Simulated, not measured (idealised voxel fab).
Presented below is a process module, voxel self aligned vias.
Each square cell in cross-section cut measures 5 nm, and the section as a whole is 210 nm wide.
Square cells in a grid make up a cross-section in this document, and the grid is given as bands, listed from the top down, each one or more rows of cells. First you get the band's top height and its bottom height, in nm, and then the materials it's made of, left to right, with each width in nm. If you see a single material with "everywhere", that one covers the band edge to edge. "air" is empty space. Height is counted from the level 0, under which the received wafer is composed throughout of one material. The lowest of the bands is not closed at the bottom but continues downward, in the notation "0 -> down". A width given as "30..40" starts at the first number in the band's top row and ends at the second number in its bottom row, shifting by an equal amount at every step from row to row. Where the words "nothing altered" appear for a step, the cross-section shows no cell changed by that step; every cell remained as before. closed voids: empty space of 8 cells or more with no open way to the top, each as width x height at its distance from the left edge, in nm. Note: text after step settings on the step line = simulator remark on that step. Each step line may optionally specify "overlay nm", which for a step with a mask gives the rightward distance between the mask's planned place and where it lay, a negative value indicating the leftward direction.
Below is the list of planned process steps
1,op RECEIVE | material Si
2,op CONFORMAL_DEP | material SiO2 | thk nm 15
3,op CONFORMAL_DEP | material SiCN | thk nm 5
4,op DIRECTIONAL_DEP | material SiO2 | thk nm 25
5,op PATTERN | tone open | mask id LINES | material resist | width nm 20 | pitch nm 60 | thk nm 15 | overlay nm 0
6,op DIRECTIONAL_ETCH | etch materials SiO2 | depth nm 25
7,op STRIP | etch materials resist
8,op CONFORMAL_DEP | material TiN | thk nm 5
9,op FILL_DEP | material Ru | thk nm 5
10,op CMP | height nm 45
11,op SELECTIVE_ETCH | etch materials W Ru TiN | depth nm 10
12,op FILL_DEP | material SiN | thk nm 5
13,op CMP | height nm 45
14,op DIRECTIONAL_DEP | material SiO2 | thk nm 20
15,op DIRECTIONAL_DEP | material aC | thk nm 10
16,op PATTERN | tone open | mask id VIAS | material resist | width nm 30 | thk nm 30 | overlay nm 0
17,op DIRECTIONAL_ETCH | etch materials aC | depth nm 10
18,op STRIP | etch materials resist
19,op DIRECTIONAL_ETCH | etch materials SiO2 | depth nm 20
20,op DIRECTIONAL_ETCH | etch materials SiN | depth nm 10
21,op STRIP | etch materials aC
22,op CONFORMAL_DEP | material TiN | thk nm 5
23,op FILL_DEP | material Cu | thk nm 5
24,op CMP | height nm 65
25,op CONFORMAL_DEP | material SiCN | thk nm 5
Account of the first of two wafers, which was processed as intended
As-received state of the wafer in cross-section, equivalent to post-step 1
0 -> down | Si everywhere
closed voids: none
Take a look at the wafer's cross-section after step 2
15 -> 0 | SiO2 everywhere
Anything lower than 0 is untouched.
Take a look at the wafer's cross-section after step 3
20 -> 15 | SiCN everywhere
Anything lower than 15 is untouched.
Take a look at the wafer's cross-section after step 4
45 -> 20 | SiO2 everywhere
Anything lower than 20 is untouched.
Take a look at the wafer's cross-section after step 5
60 -> 45 | resist 65, air 20, resist 40, air 20, resist 65
Anything lower than 45 is untouched.
Take a look at the wafer's cross-section after step 6
60 -> 45 | resist 65, air 20, resist 40, air 20, resist 65
45 -> 20 | SiO2 65, air 20, SiO2 40, air 20, SiO2 65
Anything lower than 20 is untouched.
Take a look at the wafer's cross-section after step 7
45 -> 20 | SiO2 65, air 20, SiO2 40, air 20, SiO2 65
Anything lower than 20 is untouched.
Take a look at the wafer's cross-section after step 8
50 -> 45 | TiN 70, air 10, TiN 50, air 10, TiN 70
45 -> 25 | SiO2 65, TiN 5, air 10, TiN 5, SiO2 40, TiN 5, air 10, TiN 5, SiO2 65
25 -> 20 | SiO2 65, TiN 20, SiO2 40, TiN 20, SiO2 65
Anything lower than 20 is untouched.
Take a look at the wafer's cross-section after step 9
55 -> 50 | Ru everywhere
50 -> 45 | TiN 70, Ru 10, TiN 50, Ru 10, TiN 70
45 -> 25 | SiO2 65, TiN 5, Ru 10, TiN 5, SiO2 40, TiN 5, Ru 10, TiN 5, SiO2 65
Anything lower than 25 is untouched.
Take a look at the wafer's cross-section after step 10
45 -> 25 | SiO2 65, TiN 5, Ru 10, TiN 5, SiO2 40, TiN 5, Ru 10, TiN 5, SiO2 65
Anything lower than 25 is untouched.
Take a look at the wafer's cross-section after step 11
45 -> 35 | SiO2 65, air 20, SiO2 40, air 20, SiO2 65
Anything lower than 35 is untouched.
Take a look at the wafer's cross-section after step 12
50 -> 45 | SiN everywhere
45 -> 35 | SiO2 65, SiN 20, SiO2 40, SiN 20, SiO2 65
Anything lower than 35 is untouched.
Take a look at the wafer's cross-section after step 13
45 -> 35 | SiO2 65, SiN 20, SiO2 40, SiN 20, SiO2 65
Anything lower than 35 is untouched.
Take a look at the wafer's cross-section after step 14
65 -> 45 | SiO2 everywhere
Anything lower than 45 is untouched.
Take a look at the wafer's cross-section after step 15
75 -> 65 | aC everywhere
Anything lower than 65 is untouched.
Take a look at the wafer's cross-section after step 16
105 -> 75 | resist 60, air 30, resist 120
Anything lower than 75 is untouched.
Take a look at the wafer's cross-section after step 17
95 -> 75 | resist 60, air 30, resist 120
75 -> 65 | aC 60, air 30, aC 120
Anything lower than 65 is untouched.
Take a look at the wafer's cross-section after step 18
75 -> 65 | aC 60, air 30, aC 120
Anything lower than 65 is untouched.
Take a look at the wafer's cross-section after step 19
75 -> 65 | aC 60, air 30, aC 120
65 -> 45 | SiO2 60, air 30, SiO2 120
Anything lower than 45 is untouched.
Take a look at the wafer's cross-section after step 20
75 -> 65 | aC 60, air 30, aC 120
65 -> 45 | SiO2 60, air 30, SiO2 120
45 -> 35 | SiO2 65, air 20, SiO2 40, SiN 20, SiO2 65
Anything lower than 35 is untouched.
Take a look at the wafer's cross-section after step 21
65 -> 45 | SiO2 60, air 30, SiO2 120
Anything lower than 45 is untouched.
Take a look at the wafer's cross-section after step 22
70 -> 65 | TiN 65, air 20, TiN 125
65 -> 50 | SiO2 60, TiN 5, air 20, TiN 5, SiO2 120
50 -> 45 | SiO2 60, TiN 10, air 10, TiN 10, SiO2 120
45 -> 40 | SiO2 65, TiN 5, air 10, TiN 5, SiO2 40, SiN 20, SiO2 65
40 -> 35 | SiO2 65, TiN 20, SiO2 40, SiN 20, SiO2 65
Anything lower than 35 is untouched.
Take a look at the wafer's cross-section after step 23
75 -> 70 | Cu everywhere
70 -> 65 | TiN 65, Cu 20, TiN 125
65 -> 50 | SiO2 60, TiN 5, Cu 20, TiN 5, SiO2 120
50 -> 45 | SiO2 60, TiN 10, Cu 10, TiN 10, SiO2 120
45 -> 40 | SiO2 65, TiN 5, Cu 10, TiN 5, SiO2 40, SiN 20, SiO2 65
Anything lower than 40 is untouched.
Take a look at the wafer's cross-section after step 24
65 -> 50 | SiO2 60, TiN 5, Cu 20, TiN 5, SiO2 120
Anything lower than 50 is untouched.
Take a look at the wafer's cross-section after step 25
70 -> 65 | SiCN everywhere
Anything lower than 65 is untouched.
It is to be noted that the second wafer proceeded from the same initial state and according to the same plan as the first, although one mistake was committed in its execution; through step 3, inclusive, the two wafers share an identical history
What the second wafer looks like in cross-section when step 4 should have wrapped up
40 -> 20 | SiO2 everywhere
Anything lower than 20 is untouched.
What the second wafer looks like in cross-section when step 5 should have wrapped up
55 -> 40 | resist 65, air 20, resist 40, air 20, resist 65
Anything lower than 40 is untouched.
What the second wafer looks like in cross-section when step 6 should have wrapped up
55 -> 40 | resist 65, air 20, resist 40, air 20, resist 65
40 -> 20 | SiO2 65, air 20, SiO2 40, air 20, SiO2 65
Anything lower than 20 is untouched.
What the second wafer looks like in cross-section when step 7 should have wrapped up
40 -> 20 | SiO2 65, air 20, SiO2 40, air 20, SiO2 65
Anything lower than 20 is untouched.
What the second wafer looks like in cross-section when step 8 should have wrapped up
45 -> 40 | TiN 70, air 10, TiN 50, air 10, TiN 70
40 -> 25 | SiO2 65, TiN 5, air 10, TiN 5, SiO2 40, TiN 5, air 10, TiN 5, SiO2 65
25 -> 20 | SiO2 65, TiN 20, SiO2 40, TiN 20, SiO2 65
Anything lower than 20 is untouched.
What the second wafer looks like in cross-section when step 9 should have wrapped up
50 -> 45 | Ru everywhere
45 -> 40 | TiN 70, Ru 10, TiN 50, Ru 10, TiN 70
40 -> 25 | SiO2 65, TiN 5, Ru 10, TiN 5, SiO2 40, TiN 5, Ru 10, TiN 5, SiO2 65
Anything lower than 25 is untouched.
What the second wafer looks like in cross-section when step 10 should have wrapped up
45 -> 40 | TiN 70, Ru 10, TiN 50, Ru 10, TiN 70
Anything lower than 40 is untouched.
What the second wafer looks like in cross-section when step 11 should have wrapped up
40 -> 35 | SiO2 65, air 20, SiO2 40, air 20, SiO2 65
Anything lower than 35 is untouched.
What the second wafer looks like in cross-section when step 12 should have wrapped up
45 -> 40 | SiN everywhere
40 -> 35 | SiO2 65, SiN 20, SiO2 40, SiN 20, SiO2 65
Anything lower than 35 is untouched.
What the second wafer looks like in cross-section when step 13 should have wrapped up: nothing altered
What the second wafer looks like in cross-section when step 14 should have wrapped up
65 -> 45 | SiO2 everywhere
Anything lower than 45 is untouched.
What the second wafer looks like in cross-section when step 15 should have wrapped up
75 -> 65 | aC everywhere
Anything lower than 65 is untouched.
What the second wafer looks like in cross-section when step 16 should have wrapped up
105 -> 75 | resist 60, air 30, resist 120
Anything lower than 75 is untouched.
What the second wafer looks like in cross-section when step 17 should have wrapped up
95 -> 75 | resist 60, air 30, resist 120
75 -> 65 | aC 60, air 30, aC 120
Anything lower than 65 is untouched.
What the second wafer looks like in cross-section when step 18 should have wrapped up
75 -> 65 | aC 60, air 30, aC 120
Anything lower than 65 is untouched.
What the second wafer looks like in cross-section when step 19 should have wrapped up
75 -> 65 | aC 60, air 30, aC 120
65 -> 45 | SiO2 60, air 30, SiO2 120
Anything lower than 45 is untouched.
What the second wafer looks like in cross-section when step 20 should have wrapped up
75 -> 65 | aC 60, air 30, aC 120
65 -> 45 | SiO2 60, air 30, SiO2 120
45 -> 40 | SiN 60, air 30, SiN 120
40 -> 35 | SiO2 65, air 20, SiO2 40, SiN 20, SiO2 65
Anything lower than 35 is untouched.
What the second wafer looks like in cross-section when step 21 should have wrapped up
65 -> 45 | SiO2 60, air 30, SiO2 120
Anything lower than 45 is untouched.
What the second wafer looks like in cross-section when step 22 should have wrapped up
70 -> 65 | TiN 65, air 20, TiN 125
65 -> 45 | SiO2 60, TiN 5, air 20, TiN 5, SiO2 120
45 -> 40 | SiN 60, TiN 10, air 10, TiN 10, SiN 120
40 -> 35 | SiO2 65, TiN 20, SiO2 40, SiN 20, SiO2 65
Anything lower than 35 is untouched.
What the second wafer looks like in cross-section when step 23 should have wrapped up
75 -> 70 | Cu everywhere
70 -> 65 | TiN 65, Cu 20, TiN 125
65 -> 45 | SiO2 60, TiN 5, Cu 20, TiN 5, SiO2 120
45 -> 40 | SiN 60, TiN 10, Cu 10, TiN 10, SiN 120
Anything lower than 40 is untouched.
What the second wafer looks like in cross-section when step 24 should have wrapped up
65 -> 45 | SiO2 60, TiN 5, Cu 20, TiN 5, SiO2 120
Anything lower than 45 is untouched.
What the second wafer looks like in cross-section when step 25 should have wrapped up
70 -> 65 | SiCN everywhere
Anything lower than 65 is untouched.
Processing error: step 4 off recipe, ran as op DIRECTIONAL_DEP | material SiO2 | thk nm 20
Wrapping up, a cell-based count of both wafers puts the second over or under the first for these materials: 2 more of Cu, 32 more of SiN, 34 fewer of SiO2
